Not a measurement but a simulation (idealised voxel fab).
A process module follows: voxel local oxidation.
280 nm wide, 5 nm square cells: that's cross-section cut.
Bands, listed from the top down, are how a cross-section gets written in this document; the cross-section itself is a grid of square cells, and a band is one or more rows of them.
For a band, the entry starts with two heights in nm, that of the top and then that of the bottom, and carries on with the band's materials in order from left to right, each alongside its width in nm; the word "edge to edge" beside a single material means it fills the band edge to edge, and "empty" means empty space.
Height datum 0, below which the as-received substrate wafer is one material. Lowest band open at the bottom, running downward: "0 and below".
So if you see something like "30 to 40" for the width, read it as the top row of the band sitting at the first number and the bottom row at the second, with every row in between moving by the same amount as the last.
The cross-section has no changed cell in any step marked "all unchanged".
Listed in "Fully closed voids": every empty space of 8 or more cells without an open way to the top. Form: width x height at distance, the distance being from the left edge, all in nm.
Step line, after settings: the simulator's comment on this step.
overlay nm: step with mask; distance mask lay right of planned place; negative value = left of planned place.
# The process steps that were planned are listed below
1. RECEIVE | material Si
2. CONFORMAL_DEP | material SiO2 | thk nm 5
3. CONFORMAL_DEP | material SiN | thk nm 10
4. DIRECTIONAL_DEP | material aC | thk nm 15
5. PATTERN | tone cover | mask id ACTIVE | material resist | width nm 90 | thk nm 35 | overlay nm 0
6. DIRECTIONAL_ETCH | etch materials aC | depth nm 15
7. STRIP | etch materials resist
8. DIRECTIONAL_ETCH | etch materials SiN | depth nm 10
9. STRIP | etch materials aC
10. SELECTIVE_ETCH | etch materials SiO2 | depth nm 5
11. OXIDIZE | depth nm 15
12. STRIP | etch materials SiN
# The cross-section here shows the wafer as received, i.e. in its state after step 1
	0 and below = Si edge to edge
	Fully closed voids: none
# Sectioned view, first of two wafers, at the close of the module, processed as intended in the plan
	5 down to 0 = 100 of empty; 80 of SiO2; 100 of empty
	0 down to -15 = 115 of SiO2; 50 of Si; 115 of SiO2
	-15 and below = Si edge to edge
	Fully closed voids: none
# Here is the second of the two wafers cut open at the end of the module - same start, same plan as the first one, but we made one mistake running it
	5 down to 0 = 110 of empty; 60 of SiO2; 110 of empty
	0 down to -15 = 125 of SiO2; 30 of Si; 125 of SiO2
	-15 and below = Si edge to edge
	Fully closed voids: none
It is concluded that the wafer was processed incorrectly with respect to the plan, in that heads up, step 10 didn't go per plan, it actually ran as SELECTIVE_ETCH | etch materials SiO2 | depth nm 15
The second wafer ends with more or fewer cells of some materials than the first, per final count: 12 fewer of Si; 8 more of SiO2
